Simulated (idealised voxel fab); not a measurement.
This is a process module. Its name is voxel wiring stack.
Section cut is 285 nm wide and gridded with 5 nm square cells.
In what follows, cross-sections appear as grids of square cells, described through bands that run from the top down, where every band is one or more rows of cells.
Each band's line starts with the height of the band's top and of its bottom, in nm. Then come its materials from left to right, each with its width in nm. One material with "throughout" fills the band from edge to edge. "empty" is empty space.
Heights are reckoned from 0. Under this level, the received wafer is all of one material. The bottommost band is open-ended downward, for example "from 0 down".
Per-row width for "30 to 40": begins at first number (top row of band), ends at second number (bottom row), increment between rows held constant.
Reading "no change" for a step: not a cell of the cross-section changed in it.
"Entrapped void list": sealed empty spaces, 8 cells or more, no open way to top, listed width x height at distance, with distance from the left edge and width, height and distance in nm.
Where a step's line continues beyond its settings, the continuation is a remark by the simulator itself on that step.
overlay nm: step with mask; distance mask lay right of planned place; negative value = left of planned place.
Everything after this point is organized in pairs: a cross-section before one process step, a cross-section after it that shows only as deep as the lowest changed band, and, under the pair, the intervening step with its settings. Because different runs of this module on the same starting wafer can supply different pairs, a pair continues from the pair above it only if its entry headed "Pre-step profile" says so.

Pre-step profile
* from 135 to 115 | SiO2: 55; empty: 25; SiO2: 25; empty: 25; SiO2: 25; empty: 25; SiO2: 25; empty: 25; SiO2: 55
* from 115 to 105 | SiO2: 55; empty: 15; SiO2: 35; empty: 15; SiO2: 35; empty: 15; SiO2: 35; empty: 15; SiO2: 65
* from 105 to 100 | SiCN: 55; empty: 15; SiCN: 35; empty: 15; SiCN: 35; empty: 15; SiCN: 35; empty: 15; SiCN: 65
* from 100 to 95 | SiCN: 50; Ru: 35; SiCN: 15; Ru: 35; SiCN: 15; Ru: 35; SiCN: 15; Ru: 35; SiCN: 50
* from 95 to 70 | SiO2: 55; TiN: 5; Cu: 15; TiN: 5; SiO2: 25; TiN: 5; Cu: 15; TiN: 5; SiO2: 25; TiN: 5; Cu: 15; TiN: 5; SiO2: 25; TiN: 5; Cu: 15; TiN: 5; SiO2: 55
* from 70 to 65 | SiCN: 55; TiN: 25; SiCN: 25; TiN: 25; SiCN: 25; TiN: 25; SiCN: 25; TiN: 25; SiCN: 55
* from 65 to 50 | lowk: 55; TiN: 5; Cu: 5; TiN: 5; lowk: 35; TiN: 5; Cu: 5; TiN: 5; lowk: 35; TiN: 5; Cu: 5; TiN: 5; lowk: 35; TiN: 5; Cu: 5; TiN: 5; lowk: 65
* from 50 to 45 | SiCN: 55; TiN: 15; SiCN: 35; TiN: 15; SiCN: 35; TiN: 15; SiCN: 35; TiN: 15; SiCN: 65
* from 45 to 25 | lowk: 55; TiN: 5; Cu: 15; TiN: 5; lowk: 25; TiN: 5; Cu: 15; TiN: 5; lowk: 25; TiN: 5; Cu: 15; TiN: 5; lowk: 25; TiN: 5; Cu: 15; TiN: 5; lowk: 55
* from 25 to 20 | lowk: 55; TiN: 25; lowk: 25; TiN: 25; lowk: 25; TiN: 25; lowk: 25; TiN: 25; lowk: 55
* from 20 to 15 | Ru throughout
* from 15 to 0 | SiO2 throughout
* from 0 down | Si throughout
* Entrapped void list: none

Section After Processing
* from 140 to 135 | TiN: 60; empty: 15; TiN: 35; empty: 15; TiN: 35; empty: 15; TiN: 35; empty: 15; TiN: 60
* from 135 to 120 | SiO2: 55; TiN: 5; empty: 15; TiN: 5; SiO2: 25; TiN: 5; empty: 15; TiN: 5; SiO2: 25; TiN: 5; empty: 15; TiN: 5; SiO2: 25; TiN: 5; empty: 15; TiN: 5; SiO2: 55
* from 120 to 115 | SiO2: 55; TiN: 5; empty: 5; TiN: 15; SiO2: 25; TiN: 5; empty: 5; TiN: 15; SiO2: 25; TiN: 5; empty: 5; TiN: 15; SiO2: 25; TiN: 5; empty: 5; TiN: 15; SiO2: 55
* from 115 to 105 | SiO2: 55; TiN: 5; empty: 5; TiN: 5; SiO2: 35; TiN: 5; empty: 5; TiN: 5; SiO2: 35; TiN: 5; empty: 5; TiN: 5; SiO2: 35; TiN: 5; empty: 5; TiN: 5; SiO2: 65
* from 105 to 100 | SiCN: 55; TiN: 15; SiCN: 35; TiN: 15; SiCN: 35; TiN: 15; SiCN: 35; TiN: 15; SiCN: 65
* Below 100, the layers are the same as they were.
* Entrapped void list: none
Going from the before section above to the after section, the step was CONFORMAL_DEP with material TiN, thk nm 5

Pre-step profile: the after view from the pair directly above serves as the before view here.

Section After Processing
* from 150 to 140 | Cu throughout
* from 140 to 135 | TiN: 60; Cu: 15; TiN: 35; Cu: 15; TiN: 35; Cu: 15; TiN: 35; Cu: 15; TiN: 60
* from 135 to 120 | SiO2: 55; TiN: 5; Cu: 15; TiN: 5; SiO2: 25; TiN: 5; Cu: 15; TiN: 5; SiO2: 25; TiN: 5; Cu: 15; TiN: 5; SiO2: 25; TiN: 5; Cu: 15; TiN: 5; SiO2: 55
* from 120 to 115 | SiO2: 55; TiN: 5; Cu: 5; TiN: 15; SiO2: 25; TiN: 5; Cu: 5; TiN: 15; SiO2: 25; TiN: 5; Cu: 5; TiN: 15; SiO2: 25; TiN: 5; Cu: 5; TiN: 15; SiO2: 55
* from 115 to 105 | SiO2: 55; TiN: 5; Cu: 5; TiN: 5; SiO2: 35; TiN: 5; Cu: 5; TiN: 5; SiO2: 35; TiN: 5; Cu: 5; TiN: 5; SiO2: 35; TiN: 5; Cu: 5; TiN: 5; SiO2: 65
* Below 105, the layers are the same as they were.
* Entrapped void list: none
Going from the before section above to the after section, the step was FILL_DEP with material Cu, thk nm 10

Pre-step profile: the after view from the pair directly above serves as the before view here.

Section After Processing
* from 135 to 120 | SiO2: 55; TiN: 5; Cu: 15; TiN: 5; SiO2: 25; TiN: 5; Cu: 15; TiN: 5; SiO2: 25; TiN: 5; Cu: 15; TiN: 5; SiO2: 25; TiN: 5; Cu: 15; TiN: 5; SiO2: 55
* Below 120, the layers are the same as they were.
* Entrapped void list: none
Going from the before section above to the after section, the step was CMP with height nm 135

Pre-step profile: the after view from the pair directly above serves as the before view here.

Section After Processing
* from 140 to 135 | SiCN throughout
* Below 135, the layers are the same as they were.
* Entrapped void list: none
Going from the before section above to the after section, the step was CONFORMAL_DEP with material SiCN, thk nm 5

Pre-step profile
* from 110 to 95 | aC throughout
* from 95 to 70 | SiO2 throughout
* from 70 to 65 | SiCN throughout
* from 65 to 50 | lowk: 55; TiN: 5; Cu: 5; TiN: 5; lowk: 35; TiN: 5; Cu: 5; TiN: 5; lowk: 35; TiN: 5; Cu: 5; TiN: 5; lowk: 35; TiN: 5; Cu: 5; TiN: 5; lowk: 65
* from 50 to 45 | SiCN: 55; TiN: 15; SiCN: 35; TiN: 15; SiCN: 35; TiN: 15; SiCN: 35; TiN: 15; SiCN: 65
* from 45 to 20 | lowk: 55; TiN: 5; Cu: 15; TiN: 5; lowk: 25; TiN: 5; Cu: 15; TiN: 5; lowk: 25; TiN: 5; Cu: 15; TiN: 5; lowk: 25; TiN: 5; Cu: 15; TiN: 5; lowk: 55
* from 20 to 15 | SiCN: 55; TiN: 25; SiCN: 25; TiN: 25; SiCN: 25; TiN: 25; SiCN: 25; TiN: 25; SiCN: 55
* from 15 to 0 | SiO2 throughout
* from 0 down | Si throughout
* Entrapped void list: none

Section After Processing
* from 140 to 110 | empty: 55; resist: 25; empty: 25; resist: 25; empty: 25; resist: 25; empty: 25; resist: 25; empty: 55
* Below 110, the layers are the same as they were.
* Entrapped void list: none
Going from the before section above to the after section, the step was PATTERN with tone cover, mask id METAL_2, material resist, width nm 25, pitch nm 50, thk nm 30, overlay nm 0

Pre-step profile: the after view from the pair directly above serves as the before view here.

Section After Processing
* from 125 to 110 | empty: 55; resist: 25; empty: 25; resist: 25; empty: 25; resist: 25; empty: 25; resist: 25; empty: 55
* from 110 to 95 | empty: 55; aC: 25; empty: 25; aC: 25; empty: 25; aC: 25; empty: 25; aC: 25; empty: 55
* Below 95, the layers are the same as they were.
* Entrapped void list: none
Going from the before section above to the after section, the step was DIRECTIONAL_ETCH with etch materials aC, depth nm 15

Pre-step profile: the after view from the pair directly above serves as the before view here.

Section After Processing
* from 110 to 95 | empty: 55; aC: 25; empty: 25; aC: 25; empty: 25; aC: 25; empty: 25; aC: 25; empty: 55
* Below 95, the layers are the same as they were.
* Entrapped void list: none
Going from the before section above to the after section, the step was STRIP with etch materials resist

Pre-step profile: the after view from the pair directly above serves as the before view here.

Section After Processing
* from 110 to 95 | empty: 55; aC: 25; empty: 25; aC: 25; empty: 25; aC: 25; empty: 25; aC: 25; empty: 55
* from 95 to 70 | empty: 55; SiO2: 25; empty: 25; SiO2: 25; empty: 25; SiO2: 25; empty: 25; SiO2: 25; empty: 55
* Below 70, the layers are the same as they were.
* Entrapped void list: none
Going from the before section above to the after section, the step was DIRECTIONAL_ETCH with etch materials SiO2, depth nm 25

Pre-step profile: the after view from the pair directly above serves as the before view here.

Section After Processing
* from 110 to 95 | empty: 55; aC: 25; empty: 25; aC: 25; empty: 25; aC: 25; empty: 25; aC: 25; empty: 55
* from 95 to 70 | empty: 55; SiO2: 25; empty: 25; SiO2: 25; empty: 25; SiO2: 25; empty: 25; SiO2: 25; empty: 55
* from 70 to 65 | empty: 55; SiCN: 25; empty: 25; SiCN: 25; empty: 25; SiCN: 25; empty: 25; SiCN: 25; empty: 55
* Below 65, the layers are the same as they were.
* Entrapped void list: none
Going from the before section above to the after section, the step was DIRECTIONAL_ETCH with etch materials SiCN, depth nm 5

Pre-step profile: the after view from the pair directly above serves as the before view here.

Section After Processing
* from 95 to 70 | empty: 55; SiO2: 25; empty: 25; SiO2: 25; empty: 25; SiO2: 25; empty: 25; SiO2: 25; empty: 55
* Below 70, the layers are the same as they were.
* Entrapped void list: none
Going from the before section above to the after section, the step was STRIP with etch materials aC

Pre-step profile: the after view from the pair directly above serves as the before view here.

Section After Processing
* from 100 to 95 | empty: 50; TiN: 35; empty: 15; TiN: 35; empty: 15; TiN: 35; empty: 15; TiN: 35; empty: 50
* from 95 to 70 | empty: 50; TiN: 5; SiO2: 25; TiN: 5; empty: 15; TiN: 5; SiO2: 25; TiN: 5; empty: 15; TiN: 5; SiO2: 25; TiN: 5; empty: 15; TiN: 5; SiO2: 25; TiN: 5; empty: 50
* from 70 to 65 | TiN: 55; SiCN: 25; TiN: 25; SiCN: 25; TiN: 25; SiCN: 25; TiN: 25; SiCN: 25; TiN: 55
* Below 65, the layers are the same as they were.
* Entrapped void list: none
Going from the before section above to the after section, the step was CONFORMAL_DEP with material TiN, thk nm 5

Pre-step profile: the after view from the pair directly above serves as the before view here.

Section After Processing
* from 110 to 100 | Cu throughout
* from 100 to 95 | Cu: 50; TiN: 35; Cu: 15; TiN: 35; Cu: 15; TiN: 35; Cu: 15; TiN: 35; Cu: 50
* from 95 to 70 | Cu: 50; TiN: 5; SiO2: 25; TiN: 5; Cu: 15; TiN: 5; SiO2: 25; TiN: 5; Cu: 15; TiN: 5; SiO2: 25; TiN: 5; Cu: 15; TiN: 5; SiO2: 25; TiN: 5; Cu: 50
* Below 70, the layers are the same as they were.
* Entrapped void list: none
Going from the before section above to the after section, the step was FILL_DEP with material Cu, thk nm 10

Pre-step profile: the after view from the pair directly above serves as the before view here.

Section After Processing
* from 95 to 70 | Cu: 50; TiN: 5; SiO2: 25; TiN: 5; Cu: 15; TiN: 5; SiO2: 25; TiN: 5; Cu: 15; TiN: 5; SiO2: 25; TiN: 5; Cu: 15; TiN: 5; SiO2: 25; TiN: 5; Cu: 50
* Below 70, the layers are the same as they were.
* Entrapped void list: none
Going from the before section above to the after section, the step was CMP with height nm 95

Pre-step profile: the after view from the pair directly above serves as the before view here.

Section After Processing
* from 100 to 95 | Ru: 60; empty: 15; Ru: 35; empty: 15; Ru: 35; empty: 15; Ru: 35; empty: 15; Ru: 60
* Below 95, the layers are the same as they were.
* Entrapped void list: none
Going from the before section above to the after section, the step was EPI with material Ru, thk nm 5

Pre-step profile: the after view from the pair directly above serves as the before view here.

Section After Processing
* from 105 to 100 | SiCN throughout
* from 100 to 95 | Ru: 60; SiCN: 15; Ru: 35; SiCN: 15; Ru: 35; SiCN: 15; Ru: 35; SiCN: 15; Ru: 60
* Below 95, the layers are the same as they were.
* Entrapped void list: none
Going from the before section above to the after section, the step was FILL_DEP with material SiCN, thk nm 5

Pre-step profile: the after view from the pair directly above serves as the before view here.

Section After Processing
* from 135 to 105 | SiO2 throughout
* Below 105, the layers are the same as they were.
* Entrapped void list: none
Going from the before section above to the after section, the step was DIRECTIONAL_DEP with material SiO2, thk nm 30

Pre-step profile: the after view from the pair directly above serves as the before view here.

Section After Processing
* from 135 to 105 | SiO2: 55; empty: 15; SiO2: 35; empty: 15; SiO2: 35; empty: 15; SiO2: 35; empty: 15; SiO2: 65
* Below 105, the layers are the same as they were.
* Entrapped void list: none
Going from the before section above to the after section, the step was MASKED_ETCH with tone open, mask id METAL_3_HOLES, width nm 15, pitch nm 50, etch materials SiO2, depth nm 30, overlay nm 0

Pre-step profile: the after view from the pair directly above serves as the before view here.

Section After Processing
* from 150 to 135 | aC: 55; empty: 15; aC: 35; empty: 15; aC: 35; empty: 15; aC: 35; empty: 15; aC: 65
* from 135 to 120 | SiO2: 55; empty: 15; SiO2: 35; empty: 15; SiO2: 35; empty: 15; SiO2: 35; empty: 15; SiO2: 65
* from 120 to 105 | SiO2: 55; aC: 15; SiO2: 35; aC: 15; SiO2: 35; aC: 15; SiO2: 35; aC: 15; SiO2: 65
* Below 105, the layers are the same as they were.
* Entrapped void list: none
Going from the before section above to the after section, the step was DIRECTIONAL_DEP with material aC, thk nm 15

Pre-step profile: the after view from the pair directly above serves as the before view here.

Section After Processing
* from 180 to 150 | resist: 55; empty: 25; resist: 25; empty: 25; resist: 25; empty: 25; resist: 25; empty: 25; resist: 55
* Below 150, the layers are the same as they were.
* Entrapped void list: none
Going from the before section above to the after section, the step was PATTERN with tone open, mask id METAL_3, material resist, width nm 25, pitch nm 50, thk nm 30, overlay nm 0

Pre-step profile: the after view from the pair directly above serves as the before view here.

Section After Processing
* from 165 to 150 | resist: 55; empty: 25; resist: 25; empty: 25; resist: 25; empty: 25; resist: 25; empty: 25; resist: 55
* from 150 to 135 | aC: 55; empty: 25; aC: 25; empty: 25; aC: 25; empty: 25; aC: 25; empty: 25; aC: 55
* from 135 to 105 | SiO2: 55; empty: 15; SiO2: 35; empty: 15; SiO2: 35; empty: 15; SiO2: 35; empty: 15; SiO2: 65
* Below 105, the layers are the same as they were.
* Entrapped void list: none
Going from the before section above to the after section, the step was DIRECTIONAL_ETCH with etch materials aC, depth nm 15

Pre-step profile: the after view from the pair directly above serves as the before view here.

Section After Processing
* from 150 to 135 | aC: 55; empty: 25; aC: 25; empty: 25; aC: 25; empty: 25; aC: 25; empty: 25; aC: 55
* Below 135, the layers are the same as they were.
* Entrapped void list: none
Going from the before section above to the after section, the step was STRIP with etch materials resist

Pre-step profile: the after view from the pair directly above serves as the before view here.

Section After Processing
* from 150 to 135 | aC: 55; empty: 25; aC: 25; empty: 25; aC: 25; empty: 25; aC: 25; empty: 25; aC: 55
* from 135 to 115 | SiO2: 55; empty: 25; SiO2: 25; empty: 25; SiO2: 25; empty: 25; SiO2: 25; empty: 25; SiO2: 55
* Below 115, the layers are the same as they were.
* Entrapped void list: none
Going from the before section above to the after section, the step was DIRECTIONAL_ETCH with etch materials SiO2, depth nm 20

Pre-step profile: the after view from the pair directly above serves as the before view here.

Section After Processing
* from 150 to 135 | aC: 55; empty: 25; aC: 25; empty: 25; aC: 25; empty: 25; aC: 25; empty: 25; aC: 55
* from 135 to 115 | SiO2: 55; empty: 25; SiO2: 25; empty: 25; SiO2: 25; empty: 25; SiO2: 25; empty: 25; SiO2: 55
* from 115 to 105 | SiO2: 55; empty: 15; SiO2: 35; empty: 15; SiO2: 35; empty: 15; SiO2: 35; empty: 15; SiO2: 65
* from 105 to 100 | SiCN: 55; empty: 15; SiCN: 35; empty: 15; SiCN: 35; empty: 15; SiCN: 35; empty: 15; SiCN: 65
* Below 100, the layers are the same as they were.
* Entrapped void list: none
Going from the before section above to the after section, the step was DIRECTIONAL_ETCH with etch materials SiCN, depth nm 5

Pre-step profile: the after view from the pair directly above serves as the before view here.

Section After Processing
* from 135 to 115 | SiO2: 55; empty: 25; SiO2: 25; empty: 25; SiO2: 25; empty: 25; SiO2: 25; empty: 25; SiO2: 55
* Below 115, the layers are the same as they were.
* Entrapped void list: none
Going from the before section above to the after section, the step was STRIP with etch materials aC

Pre-step profile: the after view from the pair directly above serves as the before view here.

Section After Processing
* from 140 to 135 | TiN: 60; empty: 15; TiN: 35; empty: 15; TiN: 35; empty: 15; TiN: 35; empty: 15; TiN: 60
* from 135 to 120 | SiO2: 55; TiN: 5; empty: 15; TiN: 5; SiO2: 25; TiN: 5; empty: 15; TiN: 5; SiO2: 25; TiN: 5; empty: 15; TiN: 5; SiO2: 25; TiN: 5; empty: 15; TiN: 5; SiO2: 55
* from 120 to 115 | SiO2: 55; TiN: 5; empty: 5; TiN: 15; SiO2: 25; TiN: 5; empty: 5; TiN: 15; SiO2: 25; TiN: 5; empty: 5; TiN: 15; SiO2: 25; TiN: 5; empty: 5; TiN: 15; SiO2: 55
* from 115 to 105 | SiO2: 55; TiN: 5; empty: 5; TiN: 5; SiO2: 35; TiN: 5; empty: 5; TiN: 5; SiO2: 35; TiN: 5; empty: 5; TiN: 5; SiO2: 35; TiN: 5; empty: 5; TiN: 5; SiO2: 65
* from 105 to 100 | SiCN: 55; TiN: 15; SiCN: 35; TiN: 15; SiCN: 35; TiN: 15; SiCN: 35; TiN: 15; SiCN: 65
* Below 100, the layers are the same as they were.
* Entrapped void list: none
Going from the before section above to the after section, the step was CONFORMAL_DEP with material TiN, thk nm 5

Pre-step profile: the after view from the pair directly above serves as the before view here.

Section After Processing
* from 150 to 140 | Cu throughout
* from 140 to 135 | TiN: 60; Cu: 15; TiN: 35; Cu: 15; TiN: 35; Cu: 15; TiN: 35; Cu: 15; TiN: 60
* from 135 to 120 | SiO2: 55; TiN: 5; Cu: 15; TiN: 5; SiO2: 25; TiN: 5; Cu: 15; TiN: 5; SiO2: 25; TiN: 5; Cu: 15; TiN: 5; SiO2: 25; TiN: 5; Cu: 15; TiN: 5; SiO2: 55
* from 120 to 115 | SiO2: 55; TiN: 5; Cu: 5; TiN: 15; SiO2: 25; TiN: 5; Cu: 5; TiN: 15; SiO2: 25; TiN: 5; Cu: 5; TiN: 15; SiO2: 25; TiN: 5; Cu: 5; TiN: 15; SiO2: 55
* from 115 to 105 | SiO2: 55; TiN: 5; Cu: 5; TiN: 5; SiO2: 35; TiN: 5; Cu: 5; TiN: 5; SiO2: 35; TiN: 5; Cu: 5; TiN: 5; SiO2: 35; TiN: 5; Cu: 5; TiN: 5; SiO2: 65
* Below 105, the layers are the same as they were.
* Entrapped void list: none
Going from the before section above to the after section, the step was FILL_DEP with material Cu, thk nm 10

Pre-step profile: the after view from the pair directly above serves as the before view here.

Section After Processing
* from 135 to 120 | SiO2: 55; TiN: 5; Cu: 15; TiN: 5; SiO2: 25; TiN: 5; Cu: 15; TiN: 5; SiO2: 25; TiN: 5; Cu: 15; TiN: 5; SiO2: 25; TiN: 5; Cu: 15; TiN: 5; SiO2: 55
* Below 120, the layers are the same as they were.
* Entrapped void list: none
Going from the before section above to the after section, the step was CMP with height nm 135

Pre-step profile: the after view from the pair directly above serves as the before view here.

Section After Processing
* from 140 to 135 | SiCN throughout
* Below 135, the layers are the same as they were.
* Entrapped void list: none
Going from the before section above to the after section, the step was CONFORMAL_DEP with material SiCN, thk nm 5
